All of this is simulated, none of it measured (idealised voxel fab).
The process module that follows is named voxel released beams.
cross-section cut | 205 nm wide | cells 5 nm
This document writes a cross-section as a grid whose cells are square, and gives it as bands, listed from the top down; one or more rows of cells form a band. Heads up on the band format: heights come first, top then bottom, in nm. After that it's the materials left to right, each with its width in nm. A single material flagged "throughout" fills the whole band edge to edge, and "air" means there's empty space there. Note: height 0 marks the level under which the wafer is uniformly one material as received. Lowest band unbounded below, written "0..down". It should be noted that a width expressed as "30 to 40" varies in equal increments from row to row of cells within the band, taking the value of the first number at the top row and that of the second number at the bottom row. Step note "no change occurred" = no cross-section cell changed. In the "Enclosed empty spaces" entry, you get each enclosed empty space of 8 cells or more, one with no open way to the top, written width x height at distance, distance from the left edge, in nm. If you see something after the settings on a step's line, that's the simulator's own remark about that step. "overlay nm", when on a step's line for a step with a mask, measures how far to the right of its planned place the mask lay; a negative measure means to the left.
Plan:
1,RECEIVE: material Si
2,CONFORMAL_DEP: material SiN, thk nm 5
3,DIRECTIONAL_DEP: material SiO2, thk nm 15
4,PATTERN: tone open, mask id ANCHOR, material resist, width nm 35, thk nm 20, overlay nm 0
5,DIRECTIONAL_ETCH: etch materials SiO2, depth nm 15
6,STRIP: etch materials resist
7,CONFORMAL_DEP: material TiN, thk nm 15
8,PATTERN: tone cover, mask id BEAM, material resist, width nm 105, thk nm 15, overlay nm 0
9,DIRECTIONAL_ETCH: etch materials TiN, depth nm 15
10,STRIP: etch materials resist
11,STRIP: etch materials SiO2
Cross-section of the wafer as it came to us, i.e., already through step 1:
* 0..down | Si throughout
* Enclosed empty spaces: none
Final cross-section, module run with one mistake (start and plan as above):
* 0..down | Si throughout
* Enclosed empty spaces: none
Diagnosis: note that step 2 departed from the planned setting and was carried out as CONFORMAL_DEP: material SiO2, thk nm 5
